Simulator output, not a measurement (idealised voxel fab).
process module | voxel wiring stack
cross-section cut | 270 nm wide | cells 5 nm
A cross-section is a grid of square cells, given in bands from the top down. A band is one or more rows of cells.
Each band's line starts with the height of the band's top and of its bottom, in nm. Then come its materials from left to right, each with its width in nm. One material with "throughout" fills the band from edge to edge. "air" is empty space.
Height 0 is the level under which the wafer as received is all one material. The lowest band goes on downwards, as in "0 down".
A width such as "30 to 40" changes by the same amount from each row of cells to the next, from the band's top row to its bottom row.
"no change" after a step means that no cell of the cross-section changed.
closed voids: empty space of 8 cells or more with no open way to the top, each as width x height at its distance from the left edge, in nm
after a step's settings: what the simulator itself notes on the step
overlay nm, on a step with a mask: how far to the right of its planned place the mask lay; to the left if negative
plan
1 op RECEIVE | material Si
2 op CONFORMAL_DEP | material SiO2 | thk nm 15
3 op CONFORMAL_DEP | material SiCN | thk nm 5
4 op DIRECTIONAL_DEP | material SiO2 | thk nm 15
5 op PATTERN | tone open | mask id METAL_1 | material resist | width nm 20 | pitch nm 45 | thk nm 15 | overlay nm 0
6 op DIRECTIONAL_ETCH | etch materials SiO2 | depth nm 15
7 op DIRECTIONAL_ETCH | etch materials SiCN | depth nm 5
8 op STRIP | etch materials resist
9 op CONFORMAL_DEP | material TiN | thk nm 5
10 op FILL_DEP | material Cu | thk nm 10
11 op CMP | height nm 35
12 op CONFORMAL_DEP | material SiCN | thk nm 5
13 op DIRECTIONAL_DEP | material SiO2 | thk nm 35
14 op PATTERN | tone open | mask id METAL_2_HOLES | material resist | width nm 15 | pitch nm 90 | thk nm 15 | overlay nm 0
15 op DIRECTIONAL_ETCH | etch materials SiO2 | depth nm 35
16 op STRIP | etch materials resist
17 op PATTERN | tone open | mask id METAL_2 | material resist | width nm 20 | pitch nm 45 | thk nm 15 | overlay nm 0
18 op DIRECTIONAL_ETCH | etch materials SiO2 | depth nm 20
19 op DIRECTIONAL_ETCH | etch materials SiCN | depth nm 5
20 op STRIP | etch materials resist
21 op CONFORMAL_DEP | material TiN | thk nm 5
22 op FILL_DEP | material Cu | thk nm 5
23 op CMP | height nm 75
24 op CONFORMAL_DEP | material SiCN | thk nm 5
as received, after step 1
  0 down: Si throughout
  closed voids: none
a wafer at the end: this start, this plan, one mistake
  80 to 75: SiCN throughout
  75 to 60: SiO2 75 | TiN 5 | Cu 15 | TiN 5 | SiO2 25 | TiN 5 | Cu 10 | TiN 5 | SiO2 20 | TiN 5 | Cu 15 | TiN 5 | SiO2 80
  60 to 55: SiO2 75 | TiN 5 | Cu 15 | TiN 5 | SiO2 25 | TiN 20 | SiO2 20 | TiN 5 | Cu 15 | TiN 5 | SiO2 80
  55 to 45: SiO2 75 | TiN 5 | Cu 15 | TiN 5 | SiO2 65 | TiN 5 | Cu 15 | TiN 5 | SiO2 80
  45 to 40: SiO2 75 | TiN 10 | Cu 10 | TiN 5 | SiO2 65 | TiN 10 | Cu 10 | TiN 5 | SiO2 80
  40 to 35: SiCN 80 | TiN 20 | SiCN 70 | TiN 20 | SiCN 80
  35 to 20: SiO2 80 | TiN 5 | Cu 10 | TiN 5 | SiO2 25 | TiN 5 | Cu 10 | TiN 5 | SiO2 25 | TiN 5 | Cu 10 | TiN 5 | SiO2 80
  20 to 15: SiCN 80 | TiN 20 | SiCN 25 | TiN 20 | SiCN 25 | TiN 20 | SiCN 80
  15 to 0: SiO2 throughout
  0 down: Si throughout
  closed voids: none
what went wrong: step 14 ran as: op PATTERN | tone open | mask id METAL_2_HOLES | material resist | width nm 25 | pitch nm 90 | thk nm 15 | overlay nm 0
